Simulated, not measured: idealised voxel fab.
process module | voxel air gaps
cross-section cut | 285 nm wide | cells 5 nm
A cross-section is a grid of square cells, given in bands from the top down. A band is one or more rows of cells.
Each band's line starts with the height of the band's top and of its bottom, in nm. Then come its materials from left to right, each with its width in nm. One material with "throughout" fills the band from edge to edge. "air" is empty space.
Height 0 is the level under which the wafer as received is all one material. The lowest band goes on downwards, as in "0 down".
A width such as "30 to 40" changes by the same amount from each row of cells to the next, from the band's top row to its bottom row.
"no change" after a step means that no cell of the cross-section changed.
closed voids: empty space of 8 cells or more with no open way to the top, each as width x height at its distance from the left edge, in nm
after a step's settings: what the simulator itself notes on the step
overlay nm, on a step with a mask: how far to the right of its planned place the mask lay; to the left if negative
plan
1 op RECEIVE | material Si
2 op CONFORMAL_DEP | material SiO2 | thk nm 10
3 op CONFORMAL_DEP | material SiN | thk nm 5
4 op DIRECTIONAL_DEP | material lowk | thk nm 40
5 op PATTERN | tone open | mask id LINES | material resist | width nm 15 | pitch nm 45 | thk nm 15 | overlay nm 0
6 op DIRECTIONAL_ETCH | etch materials lowk | depth nm 40
7 op STRIP | etch materials resist
8 op CONFORMAL_DEP | material TiN | thk nm 5
9 op FILL_DEP | material W | thk nm 5
10 op CMP | height nm 55
11 op EPI | material Ru | thk nm 10
12 op SELECTIVE_ETCH | etch materials lowk | depth nm 50
13 op CONFORMAL_DEP | material SiN | thk nm 5
as received, after step 1
  0 down: Si throughout
  closed voids: none
first wafer at the end, as planned
  70 to 65: air 75 | SiN 135 | air 75
  65 to 55: air 75 | SiN 5 | Ru 35 | SiN 10 | Ru 35 | SiN 10 | Ru 35 | SiN 5 | air 75
  55 to 50: air 75 | SiN 15 | TiN 5 | W 5 | TiN 5 | SiN 30 | TiN 5 | W 5 | TiN 5 | SiN 30 | TiN 5 | W 5 | TiN 5 | SiN 15 | air 75
  50 to 20: air 85 | SiN 5 | TiN 5 | W 5 | TiN 5 | SiN 5 | air 20 | SiN 5 | TiN 5 | W 5 | TiN 5 | SiN 5 | air 20 | SiN 5 | TiN 5 | W 5 | TiN 5 | SiN 5 | air 85
  20 to 15: SiN 90 | TiN 15 | SiN 30 | TiN 15 | SiN 30 | TiN 15 | SiN 90
  15 to 10: SiN throughout
  10 to 0: SiO2 throughout
  0 down: Si throughout
  closed voids: 20 x 30 at 110; 20 x 30 at 155
second wafer at the end: like start, like plan, one mistake
  70 to 65: air 70 | SiN 135 | air 80
  65 to 55: air 70 | SiN 5 | Ru 35 | SiN 10 | Ru 35 | SiN 10 | Ru 35 | SiN 5 | air 80
  55 to 50: air 70 | SiN 15 | TiN 5 | W 5 | TiN 5 | SiN 30 | TiN 5 | W 5 | TiN 5 | SiN 30 | TiN 5 | W 5 | TiN 5 | SiN 15 | air 80
  50 to 20: air 80 | SiN 5 | TiN 5 | W 5 | TiN 5 | SiN 5 | air 20 | SiN 5 | TiN 5 | W 5 | TiN 5 | SiN 5 | air 20 | SiN 5 | TiN 5 | W 5 | TiN 5 | SiN 5 | air 90
  20 to 15: SiN 85 | TiN 15 | SiN 30 | TiN 15 | SiN 30 | TiN 15 | SiN 95
  15 to 10: SiN throughout
  10 to 0: SiO2 throughout
  0 down: Si throughout
  closed voids: 20 x 30 at 105; 20 x 30 at 150
what went wrong: step 5 ran as: op PATTERN | tone open | mask id LINES | material resist | width nm 15 | pitch nm 45 | thk nm 15 | overlay nm -5
at the end the second wafer has, in cells: as many of each material as the first, in other places
